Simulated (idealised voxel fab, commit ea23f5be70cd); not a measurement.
Name of the process module below: voxel self aligned contacts
It is cross-section cut that appears here, measuring 215 nm in width, its square cells being 5 nm in size.
How to read a cross-section here: the picture is a grid of square cells, written as bands going from the top down, and any band can span one or more rows of cells. Per band: top height and bottom height in nm, followed by the left-to-right materials and their widths in nm; "full width" marks a single material spanning edge to edge, "blank" marks empty space. Ref level 0: as-received wafer is one material below here. Bottom band extends down with no lower bound ("0 nm and below"). You'd read "30..40" like this: the band's top row of cells is as wide as the first number, its bottom row is as wide as the second, and going down, every row changes width by the same amount as the row before did. "remains unaltered" for a step: no cell of the cross-section changed in that step. Voids, sealed: empty space of 8 cells or more with no open way to the top, each as width x height at its distance from the left edge, in nm. Anything after a step's settings on that line? It's the simulator's own note about the step. overlay nm: where the mask lay relative to plan, measured to the right, on steps with a mask; negatives go left. Read each pair as before and after one process step. The after cross-section shows only down to the lowest band that changed. The step between them and its settings are given below the pair. Pairs can come from different runs of this module on the same starting wafer. A pair continues from the pair above only where its "Cross-section, before" entry says so.
## Cross-section, before
  55 nm to 45 nm = aC 55 nm, blank 40 nm, aC 25 nm, blank 40 nm, aC 55 nm
  45 nm to 35 nm = SiO2 full width
  35 nm to 20 nm = SiO2 20 nm, SiN 40 nm, SiO2 25 nm, SiN 40 nm, SiO2 25 nm, SiN 40 nm, SiO2 25 nm
  20 nm to 0 nm = SiO2 20 nm, SiN 5 nm, polySi 30 nm, SiN 5 nm, SiO2 25 nm, SiN 5 nm, polySi 30 nm, SiN 5 nm, SiO2 25 nm, SiN 5 nm, polySi 30 nm, SiN 5 nm, SiO2 25 nm
  0 nm to -5 nm = SiO2 full width
  -5 nm and below = Si full width
  Voids, sealed: none
## Sectional View, Post-Process
  55 nm to 45 nm = aC 55 nm, blank 40 nm, aC 25 nm, blank 40 nm, aC 55 nm
  45 nm to 35 nm = SiO2 55 nm, blank 40 nm, SiO2 25 nm, blank 40 nm, SiO2 55 nm
  35 nm to 20 nm = SiO2 20 nm, SiN 40 nm, blank 25 nm, SiN 40 nm, blank 25 nm, SiN 40 nm, SiO2 25 nm
  20 nm to 0 nm = SiO2 20 nm, SiN 5 nm, polySi 30 nm, SiN 5 nm, blank 25 nm, SiN 5 nm, polySi 30 nm, SiN 5 nm, blank 25 nm, SiN 5 nm, polySi 30 nm, SiN 5 nm, SiO2 25 nm
  0 nm to -5 nm = SiO2 60 nm, blank 25 nm, SiO2 40 nm, blank 25 nm, SiO2 65 nm
  At heights below -5, the structure remains unaltered.
  Voids, sealed: none
Step sandwiched between the two cross-sections above: op DIRECTIONAL_ETCH | etch materials SiO2 | depth nm 50
Cross-section, before: The pre-step condition corresponds to the post-step cross-section depicted in the pair directly above.
## Sectional View, Post-Process
  45 nm to 35 nm = SiO2 55 nm, blank 40 nm, SiO2 25 nm, blank 40 nm, SiO2 55 nm
  At heights below 35, the structure remains unaltered.
  Voids, sealed: none
Step sandwiched between the two cross-sections above: op STRIP | etch materials aC
Cross-section, before: The pre-step condition corresponds to the post-step cross-section depicted in the pair directly above.
## Sectional View, Post-Process
  50 nm to 45 nm = TiN 60 nm, blank 30 nm, TiN 35 nm, blank 30 nm, TiN 60 nm
  45 nm to 35 nm = SiO2 55 nm, TiN 5..10 nm, blank 30..15 nm, TiN 5..15 nm, SiO2 25 nm, TiN 5..10 nm, blank 30..15 nm, TiN 5..15 nm, SiO2 55 nm
  35 nm to 20 nm = SiO2 20 nm, SiN 40 nm, TiN 5 nm, blank 15 nm, TiN 5 nm, SiN 40 nm, TiN 5 nm, blank 15 nm, TiN 5 nm, SiN 40 nm, SiO2 25 nm
  20 nm to 0 nm = SiO2 20 nm, SiN 5 nm, polySi 30 nm, SiN 5 nm, TiN 5 nm, blank 15 nm, TiN 5 nm, SiN 5 nm, polySi 30 nm, SiN 5 nm, TiN 5 nm, blank 15 nm, TiN 5 nm, SiN 5 nm, polySi 30 nm, SiN 5 nm, SiO2 25 nm
  0 nm to -5 nm = SiO2 60 nm, TiN 25 nm, SiO2 40 nm, TiN 25 nm, SiO2 65 nm
  At heights below -5, the structure remains unaltered.
  Voids, sealed: none
Step sandwiched between the two cross-sections above: op CONFORMAL_DEP | material TiN | thk nm 5
Cross-section, before: The pre-step condition corresponds to the post-step cross-section depicted in the pair directly above.
## Sectional View, Post-Process
  55 nm to 50 nm = W full width
  50 nm to 45 nm = TiN 60 nm, W 30 nm, TiN 35 nm, W 30 nm, TiN 60 nm
  45 nm to 35 nm = SiO2 55 nm, TiN 5..10 nm, W 30..15 nm, TiN 5..15 nm, SiO2 25 nm, TiN 5..10 nm, W 30..15 nm, TiN 5..15 nm, SiO2 55 nm
  35 nm to 20 nm = SiO2 20 nm, SiN 40 nm, TiN 5 nm, W 15 nm, TiN 5 nm, SiN 40 nm, TiN 5 nm, W 15 nm, TiN 5 nm, SiN 40 nm, SiO2 25 nm
  20 nm to 0 nm = SiO2 20 nm, SiN 5 nm, polySi 30 nm, SiN 5 nm, TiN 5 nm, W 15 nm, TiN 5 nm, SiN 5 nm, polySi 30 nm, SiN 5 nm, TiN 5 nm, W 15 nm, TiN 5 nm, SiN 5 nm, polySi 30 nm, SiN 5 nm, SiO2 25 nm
  At heights below 0, the structure remains unaltered.
  Voids, sealed: none
Step sandwiched between the two cross-sections above: op FILL_DEP | material W | thk nm 5
Cross-section, before: The pre-step condition corresponds to the post-step cross-section depicted in the pair directly above.
## Sectional View, Post-Process
  45 nm to 35 nm = SiO2 55 nm, TiN 5..10 nm, W 30..15 nm, TiN 5..15 nm, SiO2 25 nm, TiN 5..10 nm, W 30..15 nm, TiN 5..15 nm, SiO2 55 nm
  At heights below 35, the structure remains unaltered.
  Voids, sealed: none
Step sandwiched between the two cross-sections above: op CMP | height nm 45
Cross-section, before: The pre-step condition corresponds to the post-step cross-section depicted in the pair directly above.
## Sectional View, Post-Process
  50 nm to 45 nm = SiN full width
  At heights below 45, the structure remains unaltered.
  Voids, sealed: none
Step sandwiched between the two cross-sections above: op CONFORMAL_DEP | material SiN | thk nm 5
## Cross-section, before
  50 nm to 35 nm = aC full width
  35 nm to 20 nm = SiN full width
  20 nm to 0 nm = polySi full width
  0 nm to -5 nm = SiO2 full width
  -5 nm and below = Si full width
  Voids, sealed: none
## Sectional View, Post-Process
  80 nm to 50 nm = blank 20 nm, resist 30 nm, blank 35 nm, resist 30 nm, blank 35 nm, resist 30 nm, blank 35 nm
  At heights below 50, the structure remains unaltered.
  Voids, sealed: none
Step sandwiched between the two cross-sections above: op PATTERN | tone cover | mask id GATE | material resist | width nm 30 | pitch nm 65 | thk nm 30 | overlay nm -5
Cross-section, before: The pre-step condition corresponds to the post-step cross-section depicted in the pair directly above.
## Sectional View, Post-Process
  65 nm to 50 nm = blank 20 nm, resist 30 nm, blank 35 nm, resist 30 nm, blank 35 nm, resist 30 nm, blank 35 nm
  50 nm to 35 nm = blank 20 nm, aC 30 nm, blank 35 nm, aC 30 nm, blank 35 nm, aC 30 nm, blank 35 nm
  At heights below 35, the structure remains unaltered.
  Voids, sealed: none
Step sandwiched between the two cross-sections above: op DIRECTIONAL_ETCH | etch materials aC | depth nm 15
Cross-section, before: The pre-step condition corresponds to the post-step cross-section depicted in the pair directly above.
## Sectional View, Post-Process
  50 nm to 35 nm = blank 20 nm, aC 30 nm, blank 35 nm, aC 30 nm, blank 35 nm, aC 30 nm, blank 35 nm
  At heights below 35, the structure remains unaltered.
  Voids, sealed: none
Step sandwiched between the two cross-sections above: op STRIP | etch materials resist
Cross-section, before: The pre-step condition corresponds to the post-step cross-section depicted in the pair directly above.
## Sectional View, Post-Process
  50 nm to 35 nm = blank 20 nm, aC 30 nm, blank 35 nm, aC 30 nm, blank 35 nm, aC 30 nm, blank 35 nm
  35 nm to 20 nm = blank 20 nm, SiN 30 nm, blank 35 nm, SiN 30 nm, blank 35 nm, SiN 30 nm, blank 35 nm
  At heights below 20, the structure remains unaltered.
  Voids, sealed: none
Step sandwiched between the two cross-sections above: op DIRECTIONAL_ETCH | etch materials SiN | depth nm 15
Cross-section, before: The pre-step condition corresponds to the post-step cross-section depicted in the pair directly above.
## Sectional View, Post-Process
  50 nm to 35 nm = blank 20 nm, aC 30 nm, blank 35 nm, aC 30 nm, blank 35 nm, aC 30 nm, blank 35 nm
  35 nm to 20 nm = blank 20 nm, SiN 30 nm, blank 35 nm, SiN 30 nm, blank 35 nm, SiN 30 nm, blank 35 nm
  20 nm to 0 nm = blank 20 nm, polySi 30 nm, blank 35 nm, polySi 30 nm, blank 35 nm, polySi 30 nm, blank 35 nm
  At heights below 0, the structure remains unaltered.
  Voids, sealed: none
Step sandwiched between the two cross-sections above: op DIRECTIONAL_ETCH | etch materials polySi | depth nm 20
Cross-section, before: The pre-step condition corresponds to the post-step cross-section depicted in the pair directly above.
## Sectional View, Post-Process
  35 nm to 20 nm = blank 20 nm, SiN 30 nm, blank 35 nm, SiN 30 nm, blank 35 nm, SiN 30 nm, blank 35 nm
  At heights below 20, the structure remains unaltered.
  Voids, sealed: none
Step sandwiched between the two cross-sections above: op STRIP | etch materials aC
Cross-section, before: The pre-step condition corresponds to the post-step cross-section depicted in the pair directly above.
## Sectional View, Post-Process
  40 nm to 20 nm = blank 15 nm, SiN 40 nm, blank 25 nm, SiN 40 nm, blank 25 nm, SiN 40 nm, blank 30 nm
  20 nm to 5 nm = blank 15 nm, SiN 5 nm, polySi 30 nm, SiN 5 nm, blank 25 nm, SiN 5 nm, polySi 30 nm, SiN 5 nm, blank 25 nm, SiN 5 nm, polySi 30 nm, SiN 5 nm, blank 30 nm
  5 nm to 0 nm = SiN 20 nm, polySi 30 nm, SiN 35 nm, polySi 30 nm, SiN 35 nm, polySi 30 nm, SiN 35 nm
  At heights below 0, the structure remains unaltered.
  Voids, sealed: none
Step sandwiched between the two cross-sections above: op CONFORMAL_DEP | material SiN | thk nm 5
Cross-section, before: The pre-step condition corresponds to the post-step cross-section depicted in the pair directly above.
## Sectional View, Post-Process
  35 nm to 20 nm = blank 15 nm, SiN 40 nm, blank 25 nm, SiN 40 nm, blank 25 nm, SiN 40 nm, blank 30 nm
  20 nm to 0 nm = blank 15 nm, SiN 5 nm, polySi 30 nm, SiN 5 nm, blank 25 nm, SiN 5 nm, polySi 30 nm, SiN 5 nm, blank 25 nm, SiN 5 nm, polySi 30 nm, SiN 5 nm, blank 30 nm
  At heights below 0, the structure remains unaltered.
  Voids, sealed: none
Step sandwiched between the two cross-sections above: op DIRECTIONAL_ETCH | etch materials SiN | depth nm 5
Cross-section, before: The pre-step condition corresponds to the post-step cross-section depicted in the pair directly above.
## Sectional View, Post-Process
  50 nm to 35 nm = SiO2 full width
  35 nm to 20 nm = SiO2 15 nm, SiN 40 nm, SiO2 25 nm, SiN 40 nm, SiO2 25 nm, SiN 40 nm, SiO2 30 nm
  20 nm to 0 nm = SiO2 15 nm, SiN 5 nm, polySi 30 nm, SiN 5 nm, SiO2 25 nm, SiN 5 nm, polySi 30 nm, SiN 5 nm, SiO2 25 nm, SiN 5 nm, polySi 30 nm, SiN 5 nm, SiO2 30 nm
  At heights below 0, the structure remains unaltered.
  Voids, sealed: none
Step sandwiched between the two cross-sections above: op FILL_DEP | material SiO2 | thk nm 15
Cross-section, before: The pre-step condition corresponds to the post-step cross-section depicted in the pair directly above.
## Sectional View, Post-Process
  45 nm to 35 nm = SiO2 full width
  At heights below 35, the structure remains unaltered.
  Voids, sealed: none
Step sandwiched between the two cross-sections above: op CMP | height nm 45
Cross-section, before: The pre-step condition corresponds to the post-step cross-section depicted in the pair directly above.
## Sectional View, Post-Process
  55 nm to 45 nm = aC full width
  At heights below 45, the structure remains unaltered.
  Voids, sealed: none
Step sandwiched between the two cross-sections above: op DIRECTIONAL_DEP | material aC | thk nm 10
Cross-section, before: The pre-step condition corresponds to the post-step cross-section depicted in the pair directly above.
## Sectional View, Post-Process
  80 nm to 55 nm = resist 50 nm, blank 45 nm, resist 20 nm, blank 45 nm, resist 55 nm
  At heights below 55, the structure remains unaltered.
  Voids, sealed: none
Step sandwiched between the two cross-sections above: op PATTERN | tone open | mask id CONTACT | material resist | width nm 45 | pitch nm 65 | thk nm 25 | overlay nm 0
Cross-section, before: The pre-step condition corresponds to the post-step cross-section depicted in the pair directly above.
## Sectional View, Post-Process
  70 nm to 55 nm = resist 50 nm, blank 45 nm, resist 20 nm, blank 45 nm, resist 55 nm
  55 nm to 45 nm = aC 50 nm, blank 45 nm, aC 20 nm, blank 45 nm, aC 55 nm
  At heights below 45, the structure remains unaltered.
  Voids, sealed: none
Step sandwiched between the two cross-sections above: op DIRECTIONAL_ETCH | etch materials aC | depth nm 10
Cross-section, before: The pre-step condition corresponds to the post-step cross-section depicted in the pair directly above.
## Sectional View, Post-Process
  55 nm to 45 nm = aC 50 nm, blank 45 nm, aC 20 nm, blank 45 nm, aC 55 nm
  At heights below 45, the structure remains unaltered.
  Voids, sealed: none
Step sandwiched between the two cross-sections above: op STRIP | etch materials resist
Cross-section, before: The pre-step condition corresponds to the post-step cross-section depicted in the pair directly above.
## Sectional View, Post-Process
  55 nm to 45 nm = aC 50 nm, blank 45 nm, aC 20 nm, blank 45 nm, aC 55 nm
  45 nm to 35 nm = SiO2 50 nm, blank 45 nm, SiO2 20 nm, blank 45 nm, SiO2 55 nm
  35 nm to 20 nm = SiO2 15 nm, SiN 40 nm, blank 25 nm, SiN 40 nm, blank 25 nm, SiN 40 nm, SiO2 30 nm
  20 nm to 0 nm = SiO2 15 nm, SiN 5 nm, polySi 30 nm, SiN 5 nm, blank 25 nm, SiN 5 nm, polySi 30 nm, SiN 5 nm, blank 25 nm, SiN 5 nm, polySi 30 nm, SiN 5 nm, SiO2 30 nm
  0 nm to -5 nm = SiO2 55 nm, blank 25 nm, SiO2 40 nm, blank 25 nm, SiO2 70 nm
  At heights below -5, the structure remains unaltered.
  Voids, sealed: none
Step sandwiched between the two cross-sections above: op DIRECTIONAL_ETCH | etch materials SiO2 | depth nm 50
Cross-section, before: The pre-step condition corresponds to the post-step cross-section depicted in the pair directly above.
## Sectional View, Post-Process
  45 nm to 35 nm = SiO2 50 nm, blank 45 nm, SiO2 20 nm, blank 45 nm, SiO2 55 nm
  At heights below 35, the structure remains unaltered.
  Voids, sealed: none
Step sandwiched between the two cross-sections above: op STRIP | etch materials aC
Cross-section, before: The pre-step condition corresponds to the post-step cross-section depicted in the pair directly above.
## Sectional View, Post-Process
  50 nm to 45 nm = TiN 55 nm, blank 35 nm, TiN 30 nm, blank 35 nm, TiN 60 nm
  45 nm to 35 nm = SiO2 50 nm, TiN 5..10 nm, blank 35..15 nm, TiN 5..20 nm, SiO2 20 nm, TiN 5..10 nm, blank 35..15 nm, TiN 5..20 nm, SiO2 55 nm
  35 nm to 20 nm = SiO2 15 nm, SiN 40 nm, TiN 5 nm, blank 15 nm, TiN 5 nm, SiN 40 nm, TiN 5 nm, blank 15 nm, TiN 5 nm, SiN 40 nm, SiO2 30 nm
  20 nm to 0 nm = SiO2 15 nm, SiN 5 nm, polySi 30 nm, SiN 5 nm, TiN 5 nm, blank 15 nm, TiN 5 nm, SiN 5 nm, polySi 30 nm, SiN 5 nm, TiN 5 nm, blank 15 nm, TiN 5 nm, SiN 5 nm, polySi 30 nm, SiN 5 nm, SiO2 30 nm
  0 nm to -5 nm = SiO2 55 nm, TiN 25 nm, SiO2 40 nm, TiN 25 nm, SiO2 70 nm
  At heights below -5, the structure remains unaltered.
  Voids, sealed: none
Step sandwiched between the two cross-sections above: op CONFORMAL_DEP | material TiN | thk nm 5
Cross-section, before: The pre-step condition corresponds to the post-step cross-section depicted in the pair directly above.
## Sectional View, Post-Process
  55 nm to 50 nm = W full width
  50 nm to 45 nm = TiN 55 nm, W 35 nm, TiN 30 nm, W 35 nm, TiN 60 nm
  45 nm to 35 nm = SiO2 50 nm, TiN 5..10 nm, W 35..15 nm, TiN 5..20 nm, SiO2 20 nm, TiN 5..10 nm, W 35..15 nm, TiN 5..20 nm, SiO2 55 nm
  35 nm to 20 nm = SiO2 15 nm, SiN 40 nm, TiN 5 nm, W 15 nm, TiN 5 nm, SiN 40 nm, TiN 5 nm, W 15 nm, TiN 5 nm, SiN 40 nm, SiO2 30 nm
  20 nm to 0 nm = SiO2 15 nm, SiN 5 nm, polySi 30 nm, SiN 5 nm, TiN 5 nm, W 15 nm, TiN 5 nm, SiN 5 nm, polySi 30 nm, SiN 5 nm, TiN 5 nm, W 15 nm, TiN 5 nm, SiN 5 nm, polySi 30 nm, SiN 5 nm, SiO2 30 nm
  At heights below 0, the structure remains unaltered.
  Voids, sealed: none
Step sandwiched between the two cross-sections above: op FILL_DEP | material W | thk nm 5
Cross-section, before: The pre-step condition corresponds to the post-step cross-section depicted in the pair directly above.
## Sectional View, Post-Process
  45 nm to 35 nm = SiO2 50 nm, TiN 5..10 nm, W 35..15 nm, TiN 5..20 nm, SiO2 20 nm, TiN 5..10 nm, W 35..15 nm, TiN 5..20 nm, SiO2 55 nm
  At heights below 35, the structure remains unaltered.
  Voids, sealed: none
Step sandwiched between the two cross-sections above: op CMP | height nm 45
Cross-section, before: The pre-step condition corresponds to the post-step cross-section depicted in the pair directly above.
## Sectional View, Post-Process
  50 nm to 45 nm = SiN full width
  At heights below 45, the structure remains unaltered.
  Voids, sealed: none
Step sandwiched between the two cross-sections above: op CONFORMAL_DEP | material SiN | thk nm 5
## Cross-section, before
  0 nm to -5 nm = SiO2 full width
  -5 nm and below = Si full width
  Voids, sealed: none
## Sectional View, Post-Process
  20 nm to 0 nm = SiN full width
  At heights below 0, the structure remains unaltered.
  Voids, sealed: none
Step sandwiched between the two cross-sections above: op DIRECTIONAL_DEP | material SiN | thk nm 20
Cross-section, before: The pre-step condition corresponds to the post-step cross-section depicted in the pair directly above.
## Sectional View, Post-Process
  35 nm to 0 nm = SiN full width
  At heights below 0, the structure remains unaltered.
  Voids, sealed: none
Step sandwiched between the two cross-sections above: op DIRECTIONAL_DEP | material SiN | thk nm 15
Cross-section, before: The pre-step condition corresponds to the post-step cross-section depicted in the pair directly above.
## Sectional View, Post-Process
  50 nm to 35 nm = aC full width
  At heights below 35, the structure remains unaltered.
  Voids, sealed: none
Step sandwiched between the two cross-sections above: op DIRECTIONAL_DEP | material aC | thk nm 15
Cross-section, before: The pre-step condition corresponds to the post-step cross-section depicted in the pair directly above.
## Sectional View, Post-Process
  80 nm to 50 nm = blank 25 nm, resist 30 nm, blank 35 nm, resist 30 nm, blank 35 nm, resist 30 nm, blank 30 nm
  At heights below 50, the structure remains unaltered.
  Voids, sealed: none
Step sandwiched between the two cross-sections above: op PATTERN | tone cover | mask id GATE | material resist | width nm 30 | pitch nm 65 | thk nm 30 | overlay nm 0
Cross-section, before: The pre-step condition corresponds to the post-step cross-section depicted in the pair directly above.
## Sectional View, Post-Process
  65 nm to 50 nm = blank 25 nm, resist 30 nm, blank 35 nm, resist 30 nm, blank 35 nm, resist 30 nm, blank 30 nm
  50 nm to 35 nm = blank 25 nm, aC 30 nm, blank 35 nm, aC 30 nm, blank 35 nm, aC 30 nm, blank 30 nm
  At heights below 35, the structure remains unaltered.
  Voids, sealed: none
Step sandwiched between the two cross-sections above: op DIRECTIONAL_ETCH | etch materials aC | depth nm 15
Cross-section, before: The pre-step condition corresponds to the post-step cross-section depicted in the pair directly above.
## Sectional View, Post-Process
  50 nm to 35 nm = blank 25 nm, aC 30 nm, blank 35 nm, aC 30 nm, blank 35 nm, aC 30 nm, blank 30 nm
  At heights below 35, the structure remains unaltered.
  Voids, sealed: none
Step sandwiched between the two cross-sections above: op STRIP | etch materials resist
Cross-section, before: The pre-step condition corresponds to the post-step cross-section depicted in the pair directly above.
## Sectional View, Post-Process
  50 nm to 35 nm = blank 25 nm, aC 30 nm, blank 35 nm, aC 30 nm, blank 35 nm, aC 30 nm, blank 30 nm
  35 nm to 20 nm = blank 25 nm, SiN 30 nm, blank 35 nm, SiN 30 nm, blank 35 nm, SiN 30 nm, blank 30 nm
  At heights below 20, the structure remains unaltered.
  Voids, sealed: none
Step sandwiched between the two cross-sections above: op DIRECTIONAL_ETCH | etch materials SiN | depth nm 15
Cross-section, before: The pre-step condition corresponds to the post-step cross-section depicted in the pair directly above.
## Sectional View, Post-Process
  35 nm to 20 nm = blank 25 nm, SiN 30 nm, blank 35 nm, SiN 30 nm, blank 35 nm, SiN 30 nm, blank 30 nm
  At heights below 20, the structure remains unaltered.
  Voids, sealed: none
Step sandwiched between the two cross-sections above: op STRIP | etch materials aC
Cross-section, before: The pre-step condition corresponds to the post-step cross-section depicted in the pair directly above.
## Sectional View, Post-Process
  40 nm to 25 nm = blank 20 nm, SiN 40 nm, blank 25 nm, SiN 40 nm, blank 25 nm, SiN 40 nm, blank 25 nm
  25 nm to 0 nm = SiN full width
  At heights below 0, the structure remains unaltered.
  Voids, sealed: none
Step sandwiched between the two cross-sections above: op CONFORMAL_DEP | material SiN | thk nm 5
Cross-section, before: The pre-step condition corresponds to the post-step cross-section depicted in the pair directly above.
## Sectional View, Post-Process
  35 nm to 20 nm = blank 20 nm, SiN 40 nm, blank 25 nm, SiN 40 nm, blank 25 nm, SiN 40 nm, blank 25 nm
  At heights below 20, the structure remains unaltered.
  Voids, sealed: none
Step sandwiched between the two cross-sections above: op DIRECTIONAL_ETCH | etch materials SiN | depth nm 5
Cross-section, before: The pre-step condition corresponds to the post-step cross-section depicted in the pair directly above.
## Sectional View, Post-Process
  50 nm to 35 nm = SiO2 full width
  35 nm to 20 nm = SiO2 20 nm, SiN 40 nm, SiO2 25 nm, SiN 40 nm, SiO2 25 nm, SiN 40 nm, SiO2 25 nm
  At heights below 20, the structure remains unaltered.
  Voids, sealed: none
Step sandwiched between the two cross-sections above: op FILL_DEP | material SiO2 | thk nm 15
Cross-section, before: The pre-step condition corresponds to the post-step cross-section depicted in the pair directly above.
## Sectional View, Post-Process
  45 nm to 35 nm = SiO2 full width
  At heights below 35, the structure remains unaltered.
  Voids, sealed: none
Step sandwiched between the two cross-sections above: op CMP | height nm 45
Cross-section, before: The pre-step condition corresponds to the post-step cross-section depicted in the pair directly above.
## Sectional View, Post-Process
  55 nm to 45 nm = aC full width
  At heights below 45, the structure remains unaltered.
  Voids, sealed: none
Step sandwiched between the two cross-sections above: op DIRECTIONAL_DEP | material aC | thk nm 10
Cross-section, before: The pre-step condition corresponds to the post-step cross-section depicted in the pair directly above.
## Sectional View, Post-Process
  80 nm to 55 nm = resist 50 nm, blank 45 nm, resist 20 nm, blank 45 nm, resist 55 nm
  At heights below 55, the structure remains unaltered.
  Voids, sealed: none
Step sandwiched between the two cross-sections above: op PATTERN | tone open | mask id CONTACT | material resist | width nm 45 | pitch nm 65 | thk nm 25 | overlay nm 0
Cross-section, before: The pre-step condition corresponds to the post-step cross-section depicted in the pair directly above.
## Sectional View, Post-Process
  70 nm to 55 nm = resist 50 nm, blank 45 nm, resist 20 nm, blank 45 nm, resist 55 nm
  55 nm to 45 nm = aC 50 nm, blank 45 nm, aC 20 nm, blank 45 nm, aC 55 nm
  At heights below 45, the structure remains unaltered.
  Voids, sealed: none
Step sandwiched between the two cross-sections above: op DIRECTIONAL_ETCH | etch materials aC | depth nm 10
Cross-section, before: The pre-step condition corresponds to the post-step cross-section depicted in the pair directly above.
## Sectional View, Post-Process
  55 nm to 45 nm = aC 50 nm, blank 45 nm, aC 20 nm, blank 45 nm, aC 55 nm
  At heights below 45, the structure remains unaltered.
  Voids, sealed: none
Step sandwiched between the two cross-sections above: op STRIP | etch materials resist
Cross-section, before: The pre-step condition corresponds to the post-step cross-section depicted in the pair directly above.
## Sectional View, Post-Process
  55 nm to 45 nm = aC 50 nm, blank 45 nm, aC 20 nm, blank 45 nm, aC 55 nm
  45 nm to 35 nm = SiO2 50 nm, blank 45 nm, SiO2 20 nm, blank 45 nm, SiO2 55 nm
  35 nm to 20 nm = SiO2 20 nm, SiN 40 nm, blank 25 nm, SiN 40 nm, blank 25 nm, SiN 40 nm, SiO2 25 nm
  At heights below 20, the structure remains unaltered.
  Voids, sealed: none
Step sandwiched between the two cross-sections above: op DIRECTIONAL_ETCH | etch materials SiO2 | depth nm 50
Cross-section, before: The pre-step condition corresponds to the post-step cross-section depicted in the pair directly above.
## Sectional View, Post-Process
  45 nm to 35 nm = SiO2 50 nm, blank 45 nm, SiO2 20 nm, blank 45 nm, SiO2 55 nm
  At heights below 35, the structure remains unaltered.
  Voids, sealed: none
Step sandwiched between the two cross-sections above: op STRIP | etch materials aC
Cross-section, before: The pre-step condition corresponds to the post-step cross-section depicted in the pair directly above.
## Sectional View, Post-Process
  50 nm to 45 nm = TiN 55 nm, blank 35 nm, TiN 30 nm, blank 35 nm, TiN 60 nm
  45 nm to 35 nm = SiO2 50 nm, TiN 5..15 nm, blank 35..15 nm, TiN 5..15 nm, SiO2 20 nm, TiN 5..15 nm, blank 35..15 nm, TiN 5..15 nm, SiO2 55 nm
  35 nm to 25 nm = SiO2 20 nm, SiN 40 nm, TiN 5 nm, blank 15 nm, TiN 5 nm, SiN 40 nm, TiN 5 nm, blank 15 nm, TiN 5 nm, SiN 40 nm, SiO2 25 nm
  25 nm to 20 nm = SiO2 20 nm, SiN 40 nm, TiN 25 nm, SiN 40 nm, TiN 25 nm, SiN 40 nm, SiO2 25 nm
  At heights below 20, the structure remains unaltered.
  Voids, sealed: none
Step sandwiched between the two cross-sections above: op CONFORMAL_DEP | material TiN | thk nm 5
Cross-section, before: The pre-step condition corresponds to the post-step cross-section depicted in the pair directly above.
## Sectional View, Post-Process
  55 nm to 50 nm = W full width
  50 nm to 45 nm = TiN 55 nm, W 35 nm, TiN 30 nm, W 35 nm, TiN 60 nm
  45 nm to 35 nm = SiO2 50 nm, TiN 5..15 nm, W 35..15 nm, TiN 5..15 nm, SiO2 20 nm, TiN 5..15 nm, W 35..15 nm, TiN 5..15 nm, SiO2 55 nm
  35 nm to 25 nm = SiO2 20 nm, SiN 40 nm, TiN 5 nm, W 15 nm, TiN 5 nm, SiN 40 nm, TiN 5 nm, W 15 nm, TiN 5 nm, SiN 40 nm, SiO2 25 nm
  At heights below 25, the structure remains unaltered.
  Voids, sealed: none
Step sandwiched between the two cross-sections above: op FILL_DEP | material W | thk nm 5
Cross-section, before: The pre-step condition corresponds to the post-step cross-section depicted in the pair directly above.
## Sectional View, Post-Process
  45 nm to 35 nm = SiO2 50 nm, TiN 5..15 nm, W 35..15 nm, TiN 5..15 nm, SiO2 20 nm, TiN 5..15 nm, W 35..15 nm, TiN 5..15 nm, SiO2 55 nm
  At heights below 35, the structure remains unaltered.
  Voids, sealed: none
Step sandwiched between the two cross-sections above: op CMP | height nm 45
Cross-section, before: The pre-step condition corresponds to the post-step cross-section depicted in the pair directly above.
## Sectional View, Post-Process
  50 nm to 45 nm = SiN full width
  At heights below 45, the structure remains unaltered.
  Voids, sealed: none
Step sandwiched between the two cross-sections above: op CONFORMAL_DEP | material SiN | thk nm 5
## Cross-section, before
  50 nm to 35 nm = aC full width
  35 nm to 20 nm = SiN full width
  20 nm to 0 nm = polySi full width
  0 nm to -5 nm = SiO2 full width
  -5 nm and below = Si full width
  Voids, sealed: none
## Sectional View, Post-Process
  80 nm to 50 nm = resist 25 nm, blank 30 nm, resist 35 nm, blank 30 nm, resist 35 nm, blank 30 nm, resist 30 nm
  At heights below 50, the structure remains unaltered.
  Voids, sealed: none
Step sandwiched between the two cross-sections above: op PATTERN | tone open | mask id GATE | material resist | width nm 30 | pitch nm 65 | thk nm 30 | overlay nm 0
Cross-section, before: The pre-step condition corresponds to the post-step cross-section depicted in the pair directly above.
## Sectional View, Post-Process
  65 nm to 50 nm = resist 25 nm, blank 30 nm, resist 35 nm, blank 30 nm, resist 35 nm, blank 30 nm, resist 30 nm
  50 nm to 35 nm = aC 25 nm, blank 30 nm, aC 35 nm, blank 30 nm, aC 35 nm, blank 30 nm, aC 30 nm
  At heights below 35, the structure remains unaltered.
  Voids, sealed: none
Step sandwiched between the two cross-sections above: op DIRECTIONAL_ETCH | etch materials aC | depth nm 15
Cross-section, before: The pre-step condition corresponds to the post-step cross-section depicted in the pair directly above.
## Sectional View, Post-Process
  50 nm to 35 nm = aC 25 nm, blank 30 nm, aC 35 nm, blank 30 nm, aC 35 nm, blank 30 nm, aC 30 nm
  At heights below 35, the structure remains unaltered.
  Voids, sealed: none
Step sandwiched between the two cross-sections above: op STRIP | etch materials resist
Cross-section, before: The pre-step condition corresponds to the post-step cross-section depicted in the pair directly above.
## Sectional View, Post-Process
  50 nm to 35 nm = aC 25 nm, blank 30 nm, aC 35 nm, blank 30 nm, aC 35 nm, blank 30 nm, aC 30 nm
  35 nm to 20 nm = SiN 25 nm, blank 30 nm, SiN 35 nm, blank 30 nm, SiN 35 nm, blank 30 nm, SiN 30 nm
  At heights below 20, the structure remains unaltered.
  Voids, sealed: none
Step sandwiched between the two cross-sections above: op DIRECTIONAL_ETCH | etch materials SiN | depth nm 15
Cross-section, before: The pre-step condition corresponds to the post-step cross-section depicted in the pair directly above.
## Sectional View, Post-Process
  50 nm to 35 nm = aC 25 nm, blank 30 nm, aC 35 nm, blank 30 nm, aC 35 nm, blank 30 nm, aC 30 nm
  35 nm to 20 nm = SiN 25 nm, blank 30 nm, SiN 35 nm, blank 30 nm, SiN 35 nm, blank 30 nm, SiN 30 nm
  20 nm to 0 nm = polySi 25 nm, blank 30 nm, polySi 35 nm, blank 30 nm, polySi 35 nm, blank 30 nm, polySi 30 nm
  At heights below 0, the structure remains unaltered.
  Voids, sealed: none
Step sandwiched between the two cross-sections above: op DIRECTIONAL_ETCH | etch materials polySi | depth nm 20
Cross-section, before: The pre-step condition corresponds to the post-step cross-section depicted in the pair directly above.
## Sectional View, Post-Process
  35 nm to 20 nm = SiN 25 nm, blank 30 nm, SiN 35 nm, blank 30 nm, SiN 35 nm, blank 30 nm, SiN 30 nm
  At heights below 20, the structure remains unaltered.
  Voids, sealed: none
Step sandwiched between the two cross-sections above: op STRIP | etch materials aC
